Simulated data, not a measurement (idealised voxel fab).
process module | voxel double patterning
cross-section cut | 160 nm wide | cells 5 nm
A cross-section is a grid of square cells, given in bands from the top down. A band is one or more rows of cells.
Each band's line starts with the height of the band's top and of its bottom, in nm. Then come its materials from left to right, each with its width in nm. One material with "throughout" fills the band from edge to edge. "air" is empty space.
Height 0 is the level under which the wafer as received is all one material. The lowest band goes on downwards, as in "0 down".
A width such as "30 to 40" changes by the same amount from each row of cells to the next, from the band's top row to its bottom row.
"no change" after a step means that no cell of the cross-section changed.
closed voids: empty space of 8 cells or more with no open way to the top, each as width x height at its distance from the left edge, in nm
after a step's settings: what the simulator itself notes on the step
overlay nm, on a step with a mask: how far to the right of its planned place the mask lay; to the left if negative
plan
1 op RECEIVE | material Si
2 op CONFORMAL_DEP | material SiO2 | thk nm 10
3 op DIRECTIONAL_DEP | material W | thk nm 10
4 op DIRECTIONAL_DEP | material SiN | thk nm 5
5 op DIRECTIONAL_DEP | material aC | thk nm 15
6 op PATTERN | tone open | mask id FIRST | material resist | width nm 15 | pitch nm 50 | thk nm 35 | overlay nm 0
7 op DIRECTIONAL_ETCH | etch materials aC | depth nm 15
8 op STRIP | etch materials resist
9 op DIRECTIONAL_ETCH | etch materials SiN | depth nm 5
10 op STRIP | etch materials aC
11 op DIRECTIONAL_DEP | material aC | thk nm 10
12 op PATTERN | tone open | mask id SECOND | material resist | width nm 15 | thk nm 30 | overlay nm 0
13 op DIRECTIONAL_ETCH | etch materials aC | depth nm 10
14 op STRIP | etch materials resist
15 op DIRECTIONAL_ETCH | etch materials SiN | depth nm 5
16 op STRIP | etch materials aC
17 op DIRECTIONAL_ETCH | etch materials W | depth nm 10
18 op STRIP | etch materials SiN
first wafer, as planned
as received, after step 1
  0 down: Si throughout
  closed voids: none
after step 2
  10 to 0: SiO2 throughout
  below 0: unchanged
after step 3
  20 to 10: W throughout
  below 10: unchanged
after step 4
  25 to 20: SiN throughout
  below 20: unchanged
after step 5
  40 to 25: aC throughout
  below 25: unchanged
after step 6
  75 to 40: resist 45 | air 15 | resist 35 | air 15 | resist 50
  below 40: unchanged
after step 7
  60 to 40: resist 45 | air 15 | resist 35 | air 15 | resist 50
  40 to 25: aC 45 | air 15 | aC 35 | air 15 | aC 50
  below 25: unchanged
after step 8
  40 to 25: aC 45 | air 15 | aC 35 | air 15 | aC 50
  below 25: unchanged
after step 9
  40 to 25: aC 45 | air 15 | aC 35 | air 15 | aC 50
  25 to 20: SiN 45 | air 15 | SiN 35 | air 15 | SiN 50
  below 20: unchanged
after step 10
  25 to 20: SiN 45 | air 15 | SiN 35 | air 15 | SiN 50
  below 20: unchanged
after step 11
  35 to 30: aC 45 | air 15 | aC 35 | air 15 | aC 50
  30 to 25: aC throughout
  25 to 20: SiN 45 | aC 15 | SiN 35 | aC 15 | SiN 50
  below 20: unchanged
after step 12
  65 to 35: resist 70 | air 15 | resist 75
  35 to 30: aC 45 | resist 15 | aC 35 | resist 15 | aC 50
  below 30: unchanged
after step 13
  55 to 35: resist 70 | air 15 | resist 75
  35 to 30: aC 45 | resist 15 | aC 10 | air 15 | aC 10 | resist 15 | aC 50
  30 to 25: aC 70 | air 15 | aC 75
  below 25: unchanged
after step 14
  35 to 30: aC 45 | air 15 | aC 10 | air 15 | aC 10 | air 15 | aC 50
  below 30: unchanged
after step 15
  35 to 30: aC 45 | air 15 | aC 10 | air 15 | aC 10 | air 15 | aC 50
  30 to 25: aC 70 | air 15 | aC 75
  25 to 20: SiN 45 | aC 15 | SiN 10 | air 15 | SiN 10 | aC 15 | SiN 50
  below 20: unchanged
after step 16
  25 to 20: SiN 45 | air 15 | SiN 10 | air 15 | SiN 10 | air 15 | SiN 50
  below 20: unchanged
after step 17
  25 to 20: SiN 45 | air 15 | SiN 10 | air 15 | SiN 10 | air 15 | SiN 50
  20 to 10: W 45 | air 15 | W 10 | air 15 | W 10 | air 15 | W 50
  below 10: unchanged
after step 18
  20 to 10: W 45 | air 15 | W 10 | air 15 | W 10 | air 15 | W 50
  below 10: unchanged
second wafer: like start, like plan, one mistake. Through step 1 it matches the first wafer
when step 2 should have ended
  10 to 0: W throughout
  below 0: unchanged
when step 3 should have ended
  20 to 10: SiO2 throughout
  below 10: unchanged
when step 4 should have ended
  25 to 20: SiN throughout
  below 20: unchanged
when step 5 should have ended
  40 to 25: aC throughout
  below 25: unchanged
when step 6 should have ended
  75 to 40: resist 45 | air 15 | resist 35 | air 15 | resist 50
  below 40: unchanged
when step 7 should have ended
  60 to 40: resist 45 | air 15 | resist 35 | air 15 | resist 50
  40 to 25: aC 45 | air 15 | aC 35 | air 15 | aC 50
  below 25: unchanged
when step 8 should have ended
  40 to 25: aC 45 | air 15 | aC 35 | air 15 | aC 50
  below 25: unchanged
when step 9 should have ended
  40 to 25: aC 45 | air 15 | aC 35 | air 15 | aC 50
  25 to 20: SiN 45 | air 15 | SiN 35 | air 15 | SiN 50
  below 20: unchanged
when step 10 should have ended
  25 to 20: SiN 45 | air 15 | SiN 35 | air 15 | SiN 50
  below 20: unchanged
when step 11 should have ended
  35 to 30: aC 45 | air 15 | aC 35 | air 15 | aC 50
  30 to 25: aC throughout
  25 to 20: SiN 45 | aC 15 | SiN 35 | aC 15 | SiN 50
  below 20: unchanged
when step 12 should have ended
  65 to 35: resist 70 | air 15 | resist 75
  35 to 30: aC 45 | resist 15 | aC 35 | resist 15 | aC 50
  below 30: unchanged
when step 13 should have ended
  55 to 35: resist 70 | air 15 | resist 75
  35 to 30: aC 45 | resist 15 | aC 10 | air 15 | aC 10 | resist 15 | aC 50
  30 to 25: aC 70 | air 15 | aC 75
  below 25: unchanged
when step 14 should have ended
  35 to 30: aC 45 | air 15 | aC 10 | air 15 | aC 10 | air 15 | aC 50
  below 30: unchanged
when step 15 should have ended
  35 to 30: aC 45 | air 15 | aC 10 | air 15 | aC 10 | air 15 | aC 50
  30 to 25: aC 70 | air 15 | aC 75
  25 to 20: SiN 45 | aC 15 | SiN 10 | air 15 | SiN 10 | aC 15 | SiN 50
  below 20: unchanged
when step 16 should have ended
  25 to 20: SiN 45 | air 15 | SiN 10 | air 15 | SiN 10 | air 15 | SiN 50
  below 20: unchanged
when step 17 should have ended: no change
when step 18 should have ended
  20 to 10: SiO2 throughout
  below 10: unchanged
what went wrong: steps 2 and 3 were swapped
at the end the second wafer has, in cells: 18 more of W
